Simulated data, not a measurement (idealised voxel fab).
Process module heading - voxel tone inversion
The figure presents cross-section cut, which has a width of 200 nm and is divided into square cells with an edge length of 5 nm.
Reading order for cross-sections: top band down to bottom band. Underlying form: a grid of square cells. Band size: one or more rows of cells.
The band entry comprises the height of the band's top followed by the height of its bottom, expressed in nm, and subsequently the band's materials from left to right, each stated together with its width in nm. Where a single material is marked with the word "all across", that material fills the band from edge to edge. The word "empty" represents empty space.
Height 0 is the level under which the wafer as received is all one material. The lowest band goes on downwards, as in "from 0 down".
Graded width ("30->40"): value in top row of band = first number; value in bottom row = second number; row-to-row change constant.
Reading "left unchanged" for a step: not a cell of the cross-section changed in it.
Look at "Enclosed void catalog" for the closed voids: empty spaces with no open path to the top, sized 8 cells or up. Each is width x height at distance, distance from the left edge, all nm.
The remark found on a step's line after its settings is issued by the simulator itself and pertains to that step.
When a step includes a mask, the "overlay nm" setting on its line states how far to the right of its planned place that mask lay, and negative values state how far to the left.

The process steps that were planned are listed below
1 op RECEIVE | material Si
2 op CONFORMAL_DEP | material SiCN | thk nm 10
3 op DIRECTIONAL_DEP | material polySi | thk nm 15
4 op PATTERN | tone cover | mask id POSTS | material resist | width nm 25 | pitch nm 55 | thk nm 25 | overlay nm 0
5 op DIRECTIONAL_ETCH | etch materials polySi | depth nm 15
6 op STRIP | etch materials resist
7 op FILL_DEP | material lowk | thk nm 5
8 op CMP | height nm 25
9 op STRIP | etch materials polySi
10 op CONFORMAL_DEP | material TiN | thk nm 5
11 op FILL_DEP | material Ru | thk nm 10
12 op CMP | height nm 25
13 op CONFORMAL_DEP | material SiN | thk nm 5

Received-state cross-section, reflecting completion of step 1
* from 0 down | Si all across
* Enclosed void catalog: none

Figure: cross-sectional view of the wafer upon completion of the module, processed from the initial state and according to the plan depicted above, with one error introduced during execution
* from 30 to 25 | SiN all across
* from 25 to 0 | SiCN all across
* from 0 down | Si all across
* Enclosed void catalog: none
what went wrong: step 3 changed vs plan, executed as op DIRECTIONAL_DEP | material SiCN | thk nm 15
